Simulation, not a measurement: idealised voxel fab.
Process module under the name voxel lift off
Shown is cross-section cut, with a width of 275 nm and square cells of size 5 nm.
Cross-sections here: square-cell grids, written as top-down lists of bands, a band being one or more rows of cells. A band entry consists of two parts. The first gives the height of the band's top and the height of its bottom, in nm. The rest lists the band's materials from left to right, each with its width in nm. A single material labelled with the word "throughout" fills the band from edge to edge, and the word "empty" marks empty space. Heights are reckoned from 0. Under this level, the received wafer is all of one material. The bottommost band is open-ended downward, for example "0 nm and below". Note: "30..40" means the width goes from the first number (top row of the band) to the second number (bottom row) in equal steps per row of cells. Reading "nothing changed" for a step: not a cell of the cross-section changed in it. "Enclosed void inventory": sealed empty spaces, 8 cells or more, no open way to top, listed width x height at distance, with distance from the left edge and width, height and distance in nm. On a step's line, text after the settings is the simulator commenting on that step. The setting "overlay nm" may be written on the line of a step. When the step uses a mask, the value reports how far to the right of the planned place the mask lay, and a negative value reports that it lay to the left.
SET OUT BELOW ARE THE PLANNED STEPS OF THE PROCESS
step 1: RECEIVE with material Si
step 2: CONFORMAL_DEP with material Al2O3, thk nm 15
step 3: PATTERN with tone open, mask id LINES, material resist, width nm 30, pitch nm 45, thk nm 25, overlay nm -15
step 4: DIRECTIONAL_DEP with material Ru, thk nm 10
step 5: STRIP with etch materials resist
step 6: CONFORMAL_DEP with material SiN, thk nm 10
Split variable: overlay nm, step 3. Plan value = first wafer. Wafers start alike.
CROSS-SECTION, FIRST OF SEVERAL WAFERS, AS DELIVERED AFTER STEP 1
  0 nm and below | Si throughout
  Enclosed void inventory: none
PER WAFER, END OF MODULE: CELLS GAINED (+) OR LOST (-) PER MATERIAL SINCE RECEIPT, THEN CLOSED VOIDS
overlay nm -15 | +165 Al2O3 | +36 Ru | +130 SiN | Enclosed void inventory: none
overlay nm -10 | +165 Al2O3 | +36 Ru | +130 SiN | Enclosed void inventory: none
overlay nm -5 | +165 Al2O3 | +36 Ru | +130 SiN | Enclosed void inventory: none
overlay nm 0 | +165 Al2O3 | +36 Ru | +130 SiN | Enclosed void inventory: none
overlay nm 5 | +165 Al2O3 | +36 Ru | +130 SiN | Enclosed void inventory: none
overlay nm 10 | +165 Al2O3 | +36 Ru | +130 SiN | Enclosed void inventory: none
overlay nm 15 | +165 Al2O3 | +36 Ru | +130 SiN | Enclosed void inventory: none
